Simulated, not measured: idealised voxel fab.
Proc. module: voxel wiring stack
Each square cell in cross-section cut measures 5 nm, and the section as a whole is 180 nm wide.
Just so we're on the same page, the cross-sections are grids of square cells, and they're listed out in bands top to bottom, each band one or more rows deep.
What a band's entry tells you: where the top is and where the bottom is, as heights in nm, and after that what lies inside, material by material from left to right, each with its width in nm. Empty space is written as the word "empty", and a single material marked with the word "everywhere" occupies the band from edge to edge.
Height is counted from the level 0, under which the received wafer is composed throughout of one material. The lowest of the bands is not closed at the bottom but continues downward, in the notation "from 0 down".
It should be noted that a width expressed as "30..40" varies in equal increments from row to row of cells within the band, taking the value of the first number at the top row and that of the second number at the bottom row.
Step note "remained the same" = no cross-section cell changed.
The entry titled "Enclosed cavity list" provides the empty spaces that have no open way to the top, restricted to those of 8 cells or more. Each is presented as width x height at distance, the distance being measured from the left edge, with all three in nm.
Past the settings on a step's line: simulator remark, on that step.
Steps that use a mask can have "overlay nm" on their line. It says how far the mask sat to the right of where it was meant to be. Negative means to the left.
### Listed below are the process steps as planned
1,op RECEIVE | material Si
2,op CONFORMAL_DEP | material SiO2 | thk nm 15
3,op DIRECTIONAL_DEP | material TiN | thk nm 5
4,op DIRECTIONAL_DEP | material W | thk nm 20
5,op PATTERN | tone cover | mask id METAL_1 | material resist | width nm 20 | pitch nm 45 | thk nm 15 | overlay nm 0
6,op DIRECTIONAL_ETCH | etch materials W | depth nm 20
7,op DIRECTIONAL_ETCH | etch materials TiN | depth nm 5
8,op STRIP | etch materials resist
9,op CONFORMAL_DEP | material SiCN | thk nm 5
10,op FILL_DEP | material SiO2 | thk nm 5
11,op CMP | height nm 40
12,op CONFORMAL_DEP | material SiCN | thk nm 5
13,op DIRECTIONAL_DEP | material lowk | thk nm 25
14,op MASKED_ETCH | tone open | mask id METAL_2 | width nm 20 | pitch nm 45 | etch materials lowk | depth nm 15 | overlay nm 0
15,op PATTERN | tone open | mask id METAL_2_HOLES | material resist | width nm 15 | thk nm 20 | overlay nm 0
16,op DIRECTIONAL_ETCH | etch materials lowk | depth nm 10
17,op DIRECTIONAL_ETCH | etch materials SiCN | depth nm 5
18,op STRIP | etch materials resist
19,op CONFORMAL_DEP | material TiN | thk nm 5
20,op FILL_DEP | material Cu | thk nm 5
21,op CMP | height nm 70
22,op CONFORMAL_DEP | material SiN | thk nm 5
### The first of a set of two wafers, run to plan
### As-received state of the wafer in cross-section, equivalent to post-step 1
* from 0 down: Si everywhere
* Enclosed cavity list: none
### Cross-sectional representation of the wafer at the conclusion of step 2
* from 15 to 0: SiO2 everywhere
* Under 0: no change, same as before.
### Cross-sectional representation of the wafer at the conclusion of step 3
* from 20 to 15: TiN everywhere
* Under 15: no change, same as before.
### Cross-sectional representation of the wafer at the conclusion of step 4
* from 40 to 20: W everywhere
* Under 20: no change, same as before.
### Cross-sectional representation of the wafer at the conclusion of step 5
* from 55 to 40: 55 nm empty, 20 nm resist, 25 nm empty, 20 nm resist, 60 nm empty
* Under 40: no change, same as before.
### Cross-sectional representation of the wafer at the conclusion of step 6
* from 55 to 40: 55 nm empty, 20 nm resist, 25 nm empty, 20 nm resist, 60 nm empty
* from 40 to 20: 55 nm empty, 20 nm W, 25 nm empty, 20 nm W, 60 nm empty
* Under 20: no change, same as before.
### Cross-sectional representation of the wafer at the conclusion of step 7
* from 55 to 40: 55 nm empty, 20 nm resist, 25 nm empty, 20 nm resist, 60 nm empty
* from 40 to 20: 55 nm empty, 20 nm W, 25 nm empty, 20 nm W, 60 nm empty
* from 20 to 15: 55 nm empty, 20 nm TiN, 25 nm empty, 20 nm TiN, 60 nm empty
* Under 15: no change, same as before.
### Cross-sectional representation of the wafer at the conclusion of step 8
* from 40 to 20: 55 nm empty, 20 nm W, 25 nm empty, 20 nm W, 60 nm empty
* Under 20: no change, same as before.
### Cross-sectional representation of the wafer at the conclusion of step 9
* from 45 to 40: 50 nm empty, 30 nm SiCN, 15 nm empty, 30 nm SiCN, 55 nm empty
* from 40 to 20: 50 nm empty, 5 nm SiCN, 20 nm W, 5 nm SiCN, 15 nm empty, 5 nm SiCN, 20 nm W, 5 nm SiCN, 55 nm empty
* from 20 to 15: 55 nm SiCN, 20 nm TiN, 25 nm SiCN, 20 nm TiN, 60 nm SiCN
* Under 15: no change, same as before.
### Cross-sectional representation of the wafer at the conclusion of step 10
* from 50 to 45: SiO2 everywhere
* from 45 to 40: 50 nm SiO2, 30 nm SiCN, 15 nm SiO2, 30 nm SiCN, 55 nm SiO2
* from 40 to 20: 50 nm SiO2, 5 nm SiCN, 20 nm W, 5 nm SiCN, 15 nm SiO2, 5 nm SiCN, 20 nm W, 5 nm SiCN, 55 nm SiO2
* Under 20: no change, same as before.
### Cross-sectional representation of the wafer at the conclusion of step 11
* from 40 to 20: 50 nm SiO2, 5 nm SiCN, 20 nm W, 5 nm SiCN, 15 nm SiO2, 5 nm SiCN, 20 nm W, 5 nm SiCN, 55 nm SiO2
* Under 20: no change, same as before.
### Cross-sectional representation of the wafer at the conclusion of step 12
* from 45 to 40: SiCN everywhere
* Under 40: no change, same as before.
### Cross-sectional representation of the wafer at the conclusion of step 13
* from 70 to 45: lowk everywhere
* Under 45: no change, same as before.
### Cross-sectional representation of the wafer at the conclusion of step 14
* from 70 to 55: 55 nm lowk, 20 nm empty, 25 nm lowk, 20 nm empty, 60 nm lowk
* Under 55: no change, same as before.
### Cross-sectional representation of the wafer at the conclusion of step 15
* from 90 to 70: 55 nm resist, 15 nm empty, 110 nm resist
* from 70 to 55: 55 nm lowk, 15 nm empty, 5 nm resist, 25 nm lowk, 20 nm resist, 60 nm lowk
* Under 55: no change, same as before.
### Cross-sectional representation of the wafer at the conclusion of step 16
* from 90 to 70: 55 nm resist, 15 nm empty, 110 nm resist
* from 70 to 55: 55 nm lowk, 15 nm empty, 5 nm resist, 25 nm lowk, 20 nm resist, 60 nm lowk
* from 55 to 45: 55 nm lowk, 15 nm empty, 110 nm lowk
* Under 45: no change, same as before.
### Cross-sectional representation of the wafer at the conclusion of step 17
* from 90 to 70: 55 nm resist, 15 nm empty, 110 nm resist
* from 70 to 55: 55 nm lowk, 15 nm empty, 5 nm resist, 25 nm lowk, 20 nm resist, 60 nm lowk
* from 55 to 45: 55 nm lowk, 15 nm empty, 110 nm lowk
* from 45 to 40: 55 nm SiCN, 15 nm empty, 110 nm SiCN
* Under 40: no change, same as before.
### Cross-sectional representation of the wafer at the conclusion of step 18
* from 70 to 55: 55 nm lowk, 20 nm empty, 25 nm lowk, 20 nm empty, 60 nm lowk
* Under 55: no change, same as before.
### Cross-sectional representation of the wafer at the conclusion of step 19
* from 75 to 70: 60 nm TiN, 10 nm empty, 35 nm TiN, 10 nm empty, 65 nm TiN
* from 70 to 60: 55 nm lowk, 5 nm TiN, 10 nm empty, 5 nm TiN, 25 nm lowk, 5 nm TiN, 10 nm empty, 5 nm TiN, 60 nm lowk
* from 60 to 55: 55 nm lowk, 5 nm TiN, 5 nm empty, 10 nm TiN, 25 nm lowk, 20 nm TiN, 60 nm lowk
* from 55 to 45: 55 nm lowk, 5 nm TiN, 5 nm empty, 5 nm TiN, 110 nm lowk
* from 45 to 40: 55 nm SiCN, 15 nm TiN, 110 nm SiCN
* Under 40: no change, same as before.
### Cross-sectional representation of the wafer at the conclusion of step 20
* from 80 to 75: Cu everywhere
* from 75 to 70: 60 nm TiN, 10 nm Cu, 35 nm TiN, 10 nm Cu, 65 nm TiN
* from 70 to 60: 55 nm lowk, 5 nm TiN, 10 nm Cu, 5 nm TiN, 25 nm lowk, 5 nm TiN, 10 nm Cu, 5 nm TiN, 60 nm lowk
* from 60 to 55: 55 nm lowk, 5 nm TiN, 5 nm Cu, 10 nm TiN, 25 nm lowk, 20 nm TiN, 60 nm lowk
* from 55 to 45: 55 nm lowk, 5 nm TiN, 5 nm Cu, 5 nm TiN, 110 nm lowk
* Under 45: no change, same as before.
### Cross-sectional representation of the wafer at the conclusion of step 21
* from 70 to 60: 55 nm lowk, 5 nm TiN, 10 nm Cu, 5 nm TiN, 25 nm lowk, 5 nm TiN, 10 nm Cu, 5 nm TiN, 60 nm lowk
* Under 60: no change, same as before.
### Cross-sectional representation of the wafer at the conclusion of step 22
* from 75 to 70: SiN everywhere
* Under 70: no change, same as before.
### The remaining wafer, second of the two, started like the first and was run to the same plan, except that one mistake was made along the way; the two coincide through step 2, inclusive
### Planned end of step 3: second wafer, cross-section
* from 35 to 15: W everywhere
* Under 15: no change, same as before.
### Planned end of step 4: second wafer, cross-section
* from 40 to 35: TiN everywhere
* Under 35: no change, same as before.
### Planned end of step 5: second wafer, cross-section
* from 55 to 40: 55 nm empty, 20 nm resist, 25 nm empty, 20 nm resist, 60 nm empty
* Under 40: no change, same as before.
Planned end of step 6: second wafer, cross-section: remained the same
### Planned end of step 7: second wafer, cross-section
* from 55 to 40: 55 nm empty, 20 nm resist, 25 nm empty, 20 nm resist, 60 nm empty
* from 40 to 35: 55 nm empty, 20 nm TiN, 25 nm empty, 20 nm TiN, 60 nm empty
* Under 35: no change, same as before.
### Planned end of step 8: second wafer, cross-section
* from 40 to 35: 55 nm empty, 20 nm TiN, 25 nm empty, 20 nm TiN, 60 nm empty
* Under 35: no change, same as before.
### Planned end of step 9: second wafer, cross-section
* from 45 to 40: 50 nm empty, 30 nm SiCN, 15 nm empty, 30 nm SiCN, 55 nm empty
* from 40 to 35: 55 nm SiCN, 20 nm TiN, 25 nm SiCN, 20 nm TiN, 60 nm SiCN
* Under 35: no change, same as before.
### Planned end of step 10: second wafer, cross-section
* from 50 to 45: SiO2 everywhere
* from 45 to 40: 50 nm SiO2, 30 nm SiCN, 15 nm SiO2, 30 nm SiCN, 55 nm SiO2
* Under 40: no change, same as before.
### Planned end of step 11: second wafer, cross-section
* from 40 to 35: 55 nm SiCN, 20 nm TiN, 25 nm SiCN, 20 nm TiN, 60 nm SiCN
* Under 35: no change, same as before.
### Planned end of step 12: second wafer, cross-section
* from 45 to 40: SiCN everywhere
* Under 40: no change, same as before.
### Planned end of step 13: second wafer, cross-section
* from 70 to 45: lowk everywhere
* Under 45: no change, same as before.
### Planned end of step 14: second wafer, cross-section
* from 70 to 55: 55 nm lowk, 20 nm empty, 25 nm lowk, 20 nm empty, 60 nm lowk
* Under 55: no change, same as before.
### Planned end of step 15: second wafer, cross-section
* from 90 to 70: 55 nm resist, 15 nm empty, 110 nm resist
* from 70 to 55: 55 nm lowk, 15 nm empty, 5 nm resist, 25 nm lowk, 20 nm resist, 60 nm lowk
* Under 55: no change, same as before.
### Planned end of step 16: second wafer, cross-section
* from 90 to 70: 55 nm resist, 15 nm empty, 110 nm resist
* from 70 to 55: 55 nm lowk, 15 nm empty, 5 nm resist, 25 nm lowk, 20 nm resist, 60 nm lowk
* from 55 to 45: 55 nm lowk, 15 nm empty, 110 nm lowk
* Under 45: no change, same as before.
### Planned end of step 17: second wafer, cross-section
* from 90 to 70: 55 nm resist, 15 nm empty, 110 nm resist
* from 70 to 55: 55 nm lowk, 15 nm empty, 5 nm resist, 25 nm lowk, 20 nm resist, 60 nm lowk
* from 55 to 45: 55 nm lowk, 15 nm empty, 110 nm lowk
* from 45 to 40: 55 nm SiCN, 15 nm empty, 110 nm SiCN
* Under 40: no change, same as before.
### Planned end of step 18: second wafer, cross-section
* from 70 to 55: 55 nm lowk, 20 nm empty, 25 nm lowk, 20 nm empty, 60 nm lowk
* Under 55: no change, same as before.
### Planned end of step 19: second wafer, cross-section
* from 75 to 70: 60 nm TiN, 10 nm empty, 35 nm TiN, 10 nm empty, 65 nm TiN
* from 70 to 60: 55 nm lowk, 5 nm TiN, 10 nm empty, 5 nm TiN, 25 nm lowk, 5 nm TiN, 10 nm empty, 5 nm TiN, 60 nm lowk
* from 60 to 55: 55 nm lowk, 5 nm TiN, 5 nm empty, 10 nm TiN, 25 nm lowk, 20 nm TiN, 60 nm lowk
* from 55 to 45: 55 nm lowk, 5 nm TiN, 5 nm empty, 5 nm TiN, 110 nm lowk
* from 45 to 40: 55 nm SiCN, 15 nm TiN, 110 nm SiCN
* Under 40: no change, same as before.
### Planned end of step 20: second wafer, cross-section
* from 80 to 75: Cu everywhere
* from 75 to 70: 60 nm TiN, 10 nm Cu, 35 nm TiN, 10 nm Cu, 65 nm TiN
* from 70 to 60: 55 nm lowk, 5 nm TiN, 10 nm Cu, 5 nm TiN, 25 nm lowk, 5 nm TiN, 10 nm Cu, 5 nm TiN, 60 nm lowk
* from 60 to 55: 55 nm lowk, 5 nm TiN, 5 nm Cu, 10 nm TiN, 25 nm lowk, 20 nm TiN, 60 nm lowk
* from 55 to 45: 55 nm lowk, 5 nm TiN, 5 nm Cu, 5 nm TiN, 110 nm lowk
* Under 45: no change, same as before.
### Planned end of step 21: second wafer, cross-section
* from 70 to 60: 55 nm lowk, 5 nm TiN, 10 nm Cu, 5 nm TiN, 25 nm lowk, 5 nm TiN, 10 nm Cu, 5 nm TiN, 60 nm lowk
* Under 60: no change, same as before.
### Planned end of step 22: second wafer, cross-section
* from 75 to 70: SiN everywhere
* Under 70: no change, same as before.
Error vs. plan: the executed order of steps 3 and 4 is the reverse of that specified in the plan, each step having taken the other's position
Bottom line after processing is that, in cells, the second wafer is up or down on some materials versus the first: SiCN -16, SiO2 -96, W +112
